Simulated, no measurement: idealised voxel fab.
Process module under the name voxel capacitor over wiring
cross-section cut | 290 nm wide | cells 5 nm
We lay out every cross-section as a grid of square cells and spell it out in bands from the top down, where one band means one or more rows of cells.
For a band, the entry starts with two heights in nm, that of the top and then that of the bottom, and carries on with the band's materials in order from left to right, each alongside its width in nm; the word "all across" beside a single material means it fills the band edge to edge, and "empty" means empty space.
Note: height 0 marks the level under which the wafer is uniformly one material as received. Lowest band unbounded below, written "0..down".
Read "30 to 40" as a graded width: first number on top, second number at the bottom, same change between each pair of neighbouring rows.
Given "everything unchanged" for a step, no cell of the cross-section differs between before and after that step.
What "Sealed internal cavities" gives you is every empty space of 8 cells or more that is cut off from the top. Each appears as width x height at distance, with the distance taken from the left edge and width, height and distance all in nm.
Post-settings text on a step line: simulator's own remark regarding the step.
The "overlay nm" setting may appear on a step's line; for a step that uses a mask, it gives how far to the right of its planned position the mask lay, and a negative value indicates the left.
The following list gives the planned process steps
1 RECEIVE (material Si)
2 CONFORMAL_DEP (material SiO2; thk nm 15)
3 DIRECTIONAL_DEP (material TiN; thk nm 5)
4 DIRECTIONAL_DEP (material W; thk nm 25)
5 DIRECTIONAL_DEP (material aC; thk nm 15)
6 PATTERN (tone cover; mask id METAL_1; material resist; width nm 30; pitch nm 90; thk nm 30; overlay nm 0)
7 DIRECTIONAL_ETCH (etch materials aC; depth nm 15)
8 STRIP (etch materials resist)
9 DIRECTIONAL_ETCH (etch materials W; depth nm 25)
10 DIRECTIONAL_ETCH (etch materials TiN; depth nm 5)
11 STRIP (etch materials aC)
12 FILL_DEP (material SiO2; thk nm 5)
13 CMP (height nm 45)
14 CONFORMAL_DEP (material SiCN; thk nm 5)
15 DIRECTIONAL_DEP (material lowk; thk nm 20)
16 MASKED_ETCH (tone open; mask id PLUG_1; width nm 15; etch materials lowk; depth nm 20; overlay nm 0)
17 MASKED_ETCH (tone open; mask id PLUG_1; width nm 15; etch materials SiCN; depth nm 5; overlay nm 0)
18 CONFORMAL_DEP (material TiN; thk nm 5)
19 FILL_DEP (material W; thk nm 10)
20 CMP (height nm 70)
21 DIRECTIONAL_DEP (material TiN; thk nm 10)
22 DIRECTIONAL_DEP (material Al2O3; thk nm 5)
23 DIRECTIONAL_DEP (material TiN; thk nm 10)
24 DIRECTIONAL_DEP (material aC; thk nm 15)
25 PATTERN (tone cover; mask id UPPER_PLATE; material resist; width nm 65; thk nm 35; overlay nm 0)
26 DIRECTIONAL_ETCH (etch materials aC; depth nm 15)
27 STRIP (etch materials resist)
28 DIRECTIONAL_ETCH (etch materials TiN; depth nm 10)
29 DIRECTIONAL_ETCH (etch materials Al2O3; depth nm 5)
30 STRIP (etch materials aC)
31 PATTERN (tone cover; mask id LOWER_PLATE; material resist; width nm 75; thk nm 15; overlay nm 0)
32 DIRECTIONAL_ETCH (etch materials TiN; depth nm 10)
33 STRIP (etch materials resist)
34 FILL_DEP (material SiO2; thk nm 15)
35 CMP (height nm 105)
36 MASKED_ETCH (tone open; mask id PLUG_2; width nm 15; etch materials SiO2; depth nm 10; overlay nm 0)
37 CONFORMAL_DEP (material TiN; thk nm 5)
38 FILL_DEP (material Cu; thk nm 5)
39 CMP (height nm 105)
40 CONFORMAL_DEP (material SiCN; thk nm 5)
First of the two wafers, run per plan
Wafer as received: cross-section following step 1
    0..down  Si all across
    Sealed internal cavities: none
The wafer, seen in cross-section, after step 2
    15..0  SiO2 all across
    Anything lower than 0 is untouched.
The wafer, seen in cross-section, after step 3
    20..15  TiN all across
    Anything lower than 15 is untouched.
The wafer, seen in cross-section, after step 4
    45..20  W all across
    Anything lower than 20 is untouched.
The wafer, seen in cross-section, after step 5
    60..45  aC all across
    Anything lower than 45 is untouched.
The wafer, seen in cross-section, after step 6
    90..60  empty 85 / resist 30 / empty 60 / resist 30 / empty 85
    Anything lower than 60 is untouched.
The wafer, seen in cross-section, after step 7
    75..60  empty 85 / resist 30 / empty 60 / resist 30 / empty 85
    60..45  empty 85 / aC 30 / empty 60 / aC 30 / empty 85
    Anything lower than 45 is untouched.
The wafer, seen in cross-section, after step 8
    60..45  empty 85 / aC 30 / empty 60 / aC 30 / empty 85
    Anything lower than 45 is untouched.
The wafer, seen in cross-section, after step 9
    60..45  empty 85 / aC 30 / empty 60 / aC 30 / empty 85
    45..20  empty 85 / W 30 / empty 60 / W 30 / empty 85
    Anything lower than 20 is untouched.
The wafer, seen in cross-section, after step 10
    60..45  empty 85 / aC 30 / empty 60 / aC 30 / empty 85
    45..20  empty 85 / W 30 / empty 60 / W 30 / empty 85
    20..15  empty 85 / TiN 30 / empty 60 / TiN 30 / empty 85
    Anything lower than 15 is untouched.
The wafer, seen in cross-section, after step 11
    45..20  empty 85 / W 30 / empty 60 / W 30 / empty 85
    Anything lower than 20 is untouched.
The wafer, seen in cross-section, after step 12
    50..45  SiO2 all across
    45..20  SiO2 85 / W 30 / SiO2 60 / W 30 / SiO2 85
    20..15  SiO2 85 / TiN 30 / SiO2 60 / TiN 30 / SiO2 85
    Anything lower than 15 is untouched.
The wafer, seen in cross-section, after step 13
    45..20  SiO2 85 / W 30 / SiO2 60 / W 30 / SiO2 85
    Anything lower than 20 is untouched.
The wafer, seen in cross-section, after step 14
    50..45  SiCN all across
    Anything lower than 45 is untouched.
The wafer, seen in cross-section, after step 15
    70..50  lowk all across
    Anything lower than 50 is untouched.
The wafer, seen in cross-section, after step 16
    70..50  lowk 100 / empty 15 / lowk 175
    Anything lower than 50 is untouched.
The wafer, seen in cross-section, after step 17
    70..50  lowk 100 / empty 15 / lowk 175
    50..45  SiCN 100 / empty 15 / SiCN 175
    Anything lower than 45 is untouched.
The wafer, seen in cross-section, after step 18
    75..70  TiN 105 / empty 5 / TiN 180
    70..50  lowk 100 / TiN 5 / empty 5 / TiN 5 / lowk 175
    50..45  SiCN 100 / TiN 15 / SiCN 175
    Anything lower than 45 is untouched.
The wafer, seen in cross-section, after step 19
    85..75  W all across
    75..70  TiN 105 / W 5 / TiN 180
    70..50  lowk 100 / TiN 5 / W 5 / TiN 5 / lowk 175
    Anything lower than 50 is untouched.
The wafer, seen in cross-section, after step 20
    70..50  lowk 100 / TiN 5 / W 5 / TiN 5 / lowk 175
    Anything lower than 50 is untouched.
The wafer, seen in cross-section, after step 21
    80..70  TiN all across
    Anything lower than 70 is untouched.
The wafer, seen in cross-section, after step 22
    85..80  Al2O3 all across
    Anything lower than 80 is untouched.
The wafer, seen in cross-section, after step 23
    95..85  TiN all across
    Anything lower than 85 is untouched.
The wafer, seen in cross-section, after step 24
    110..95  aC all across
    Anything lower than 95 is untouched.
The wafer, seen in cross-section, after step 25
    145..110  empty 100 / resist 65 / empty 125
    Anything lower than 110 is untouched.
The wafer, seen in cross-section, after step 26
    130..110  empty 100 / resist 65 / empty 125
    110..95  empty 100 / aC 65 / empty 125
    Anything lower than 95 is untouched.
The wafer, seen in cross-section, after step 27
    110..95  empty 100 / aC 65 / empty 125
    Anything lower than 95 is untouched.
The wafer, seen in cross-section, after step 28
    110..95  empty 100 / aC 65 / empty 125
    95..85  empty 100 / TiN 65 / empty 125
    Anything lower than 85 is untouched.
The wafer, seen in cross-section, after step 29
    110..95  empty 100 / aC 65 / empty 125
    95..85  empty 100 / TiN 65 / empty 125
    85..80  empty 100 / Al2O3 65 / empty 125
    Anything lower than 80 is untouched.
The wafer, seen in cross-section, after step 30
    95..85  empty 100 / TiN 65 / empty 125
    Anything lower than 85 is untouched.
The wafer, seen in cross-section, after step 31
    110..95  empty 95 / resist 75 / empty 120
    95..85  empty 95 / resist 5 / TiN 65 / resist 5 / empty 120
    85..80  empty 95 / resist 5 / Al2O3 65 / resist 5 / empty 120
    Anything lower than 80 is untouched.
The wafer, seen in cross-section, after step 32
    110..95  empty 95 / resist 75 / empty 120
    95..85  empty 95 / resist 5 / TiN 65 / resist 5 / empty 120
    85..80  empty 95 / resist 5 / Al2O3 65 / resist 5 / empty 120
    80..70  empty 95 / TiN 75 / empty 120
    Anything lower than 70 is untouched.
The wafer, seen in cross-section, after step 33
    95..85  empty 100 / TiN 65 / empty 125
    85..80  empty 100 / Al2O3 65 / empty 125
    Anything lower than 80 is untouched.
The wafer, seen in cross-section, after step 34
    110..95  SiO2 all across
    95..85  SiO2 100 / TiN 65 / SiO2 125
    85..80  SiO2 100 / Al2O3 65 / SiO2 125
    80..70  SiO2 95 / TiN 75 / SiO2 120
    Anything lower than 70 is untouched.
The wafer, seen in cross-section, after step 35
    105..95  SiO2 all across
    Anything lower than 95 is untouched.
The wafer, seen in cross-section, after step 36
    105..95  SiO2 110 / empty 15 / SiO2 165
    Anything lower than 95 is untouched.
The wafer, seen in cross-section, after step 37
    110..105  TiN 115 / empty 5 / TiN 170
    105..100  SiO2 110 / TiN 5 / empty 5 / TiN 5 / SiO2 165
    100..95  SiO2 110 / TiN 15 / SiO2 165
    Anything lower than 95 is untouched.
The wafer, seen in cross-section, after step 38
    115..110  Cu all across
    110..105  TiN 115 / Cu 5 / TiN 170
    105..100  SiO2 110 / TiN 5 / Cu 5 / TiN 5 / SiO2 165
    Anything lower than 100 is untouched.
The wafer, seen in cross-section, after step 39
    105..100  SiO2 110 / TiN 5 / Cu 5 / TiN 5 / SiO2 165
    Anything lower than 100 is untouched.
The wafer, seen in cross-section, after step 40
    110..105  SiCN all across
    Anything lower than 105 is untouched.
It is to be noted that the second wafer proceeded from the same initial state and according to the same plan as the first, although one mistake was committed in its execution; through step 1, inclusive, the two wafers share an identical history
Cross-section, second wafer, at the end time the plan gives for step 2
    5..0  TiN all across
    Anything lower than 0 is untouched.
Cross-section, second wafer, at the end time the plan gives for step 3
    20..5  SiO2 all across
    Anything lower than 5 is untouched.
Cross-section, second wafer, at the end time the plan gives for step 4
    45..20  W all across
    Anything lower than 20 is untouched.
Cross-section, second wafer, at the end time the plan gives for step 5
    60..45  aC all across
    Anything lower than 45 is untouched.
Cross-section, second wafer, at the end time the plan gives for step 6
    90..60  empty 85 / resist 30 / empty 60 / resist 30 / empty 85
    Anything lower than 60 is untouched.
Cross-section, second wafer, at the end time the plan gives for step 7
    75..60  empty 85 / resist 30 / empty 60 / resist 30 / empty 85
    60..45  empty 85 / aC 30 / empty 60 / aC 30 / empty 85
    Anything lower than 45 is untouched.
Cross-section, second wafer, at the end time the plan gives for step 8
    60..45  empty 85 / aC 30 / empty 60 / aC 30 / empty 85
    Anything lower than 45 is untouched.
Cross-section, second wafer, at the end time the plan gives for step 9
    60..45  empty 85 / aC 30 / empty 60 / aC 30 / empty 85
    45..20  empty 85 / W 30 / empty 60 / W 30 / empty 85
    Anything lower than 20 is untouched.
Cross-section, second wafer, at the end time the plan gives for step 10: everything unchanged
Cross-section, second wafer, at the end time the plan gives for step 11
    45..20  empty 85 / W 30 / empty 60 / W 30 / empty 85
    Anything lower than 20 is untouched.
Cross-section, second wafer, at the end time the plan gives for step 12
    50..45  SiO2 all across
    45..20  SiO2 85 / W 30 / SiO2 60 / W 30 / SiO2 85
    Anything lower than 20 is untouched.
Cross-section, second wafer, at the end time the plan gives for step 13
    45..20  SiO2 85 / W 30 / SiO2 60 / W 30 / SiO2 85
    Anything lower than 20 is untouched.
Cross-section, second wafer, at the end time the plan gives for step 14
    50..45  SiCN all across
    Anything lower than 45 is untouched.
Cross-section, second wafer, at the end time the plan gives for step 15
    70..50  lowk all across
    Anything lower than 50 is untouched.
Cross-section, second wafer, at the end time the plan gives for step 16
    70..50  lowk 100 / empty 15 / lowk 175
    Anything lower than 50 is untouched.
Cross-section, second wafer, at the end time the plan gives for step 17
    70..50  lowk 100 / empty 15 / lowk 175
    50..45  SiCN 100 / empty 15 / SiCN 175
    Anything lower than 45 is untouched.
Cross-section, second wafer, at the end time the plan gives for step 18
    75..70  TiN 105 / empty 5 / TiN 180
    70..50  lowk 100 / TiN 5 / empty 5 / TiN 5 / lowk 175
    50..45  SiCN 100 / TiN 15 / SiCN 175
    Anything lower than 45 is untouched.
Cross-section, second wafer, at the end time the plan gives for step 19
    85..75  W all across
    75..70  TiN 105 / W 5 / TiN 180
    70..50  lowk 100 / TiN 5 / W 5 / TiN 5 / lowk 175
    Anything lower than 50 is untouched.
Cross-section, second wafer, at the end time the plan gives for step 20
    70..50  lowk 100 / TiN 5 / W 5 / TiN 5 / lowk 175
    Anything lower than 50 is untouched.
Cross-section, second wafer, at the end time the plan gives for step 21
    80..70  TiN all across
    Anything lower than 70 is untouched.
Cross-section, second wafer, at the end time the plan gives for step 22
    85..80  Al2O3 all across
    Anything lower than 80 is untouched.
Cross-section, second wafer, at the end time the plan gives for step 23
    95..85  TiN all across
    Anything lower than 85 is untouched.
Cross-section, second wafer, at the end time the plan gives for step 24
    110..95  aC all across
    Anything lower than 95 is untouched.
Cross-section, second wafer, at the end time the plan gives for step 25
    145..110  empty 100 / resist 65 / empty 125
    Anything lower than 110 is untouched.
Cross-section, second wafer, at the end time the plan gives for step 26
    130..110  empty 100 / resist 65 / empty 125
    110..95  empty 100 / aC 65 / empty 125
    Anything lower than 95 is untouched.
Cross-section, second wafer, at the end time the plan gives for step 27
    110..95  empty 100 / aC 65 / empty 125
    Anything lower than 95 is untouched.
Cross-section, second wafer, at the end time the plan gives for step 28
    110..95  empty 100 / aC 65 / empty 125
    95..85  empty 100 / TiN 65 / empty 125
    Anything lower than 85 is untouched.
Cross-section, second wafer, at the end time the plan gives for step 29
    110..95  empty 100 / aC 65 / empty 125
    95..85  empty 100 / TiN 65 / empty 125
    85..80  empty 100 / Al2O3 65 / empty 125
    Anything lower than 80 is untouched.
Cross-section, second wafer, at the end time the plan gives for step 30
    95..85  empty 100 / TiN 65 / empty 125
    Anything lower than 85 is untouched.
Cross-section, second wafer, at the end time the plan gives for step 31
    110..95  empty 95 / resist 75 / empty 120
    95..85  empty 95 / resist 5 / TiN 65 / resist 5 / empty 120
    85..80  empty 95 / resist 5 / Al2O3 65 / resist 5 / empty 120
    Anything lower than 80 is untouched.
Cross-section, second wafer, at the end time the plan gives for step 32
    110..95  empty 95 / resist 75 / empty 120
    95..85  empty 95 / resist 5 / TiN 65 / resist 5 / empty 120
    85..80  empty 95 / resist 5 / Al2O3 65 / resist 5 / empty 120
    80..70  empty 95 / TiN 75 / empty 120
    Anything lower than 70 is untouched.
Cross-section, second wafer, at the end time the plan gives for step 33
    95..85  empty 100 / TiN 65 / empty 125
    85..80  empty 100 / Al2O3 65 / empty 125
    Anything lower than 80 is untouched.
Cross-section, second wafer, at the end time the plan gives for step 34
    110..95  SiO2 all across
    95..85  SiO2 100 / TiN 65 / SiO2 125
    85..80  SiO2 100 / Al2O3 65 / SiO2 125
    80..70  SiO2 95 / TiN 75 / SiO2 120
    Anything lower than 70 is untouched.
Cross-section, second wafer, at the end time the plan gives for step 35
    105..95  SiO2 all across
    Anything lower than 95 is untouched.
Cross-section, second wafer, at the end time the plan gives for step 36
    105..95  SiO2 110 / empty 15 / SiO2 165
    Anything lower than 95 is untouched.
Cross-section, second wafer, at the end time the plan gives for step 37
    110..105  TiN 115 / empty 5 / TiN 170
    105..100  SiO2 110 / TiN 5 / empty 5 / TiN 5 / SiO2 165
    100..95  SiO2 110 / TiN 15 / SiO2 165
    Anything lower than 95 is untouched.
Cross-section, second wafer, at the end time the plan gives for step 38
    115..110  Cu all across
    110..105  TiN 115 / Cu 5 / TiN 170
    105..100  SiO2 110 / TiN 5 / Cu 5 / TiN 5 / SiO2 165
    Anything lower than 100 is untouched.
Cross-section, second wafer, at the end time the plan gives for step 39
    105..100  SiO2 110 / TiN 5 / Cu 5 / TiN 5 / SiO2 165
    Anything lower than 100 is untouched.
Cross-section, second wafer, at the end time the plan gives for step 40
    110..105  SiCN all across
    Anything lower than 105 is untouched.
What broke from the plan during processing? ran 2 and 3 in swapped order versus the plan
Wrapping up, a cell-based count of both wafers puts the second over or under the first for these materials: SiO2 -46 | TiN +46
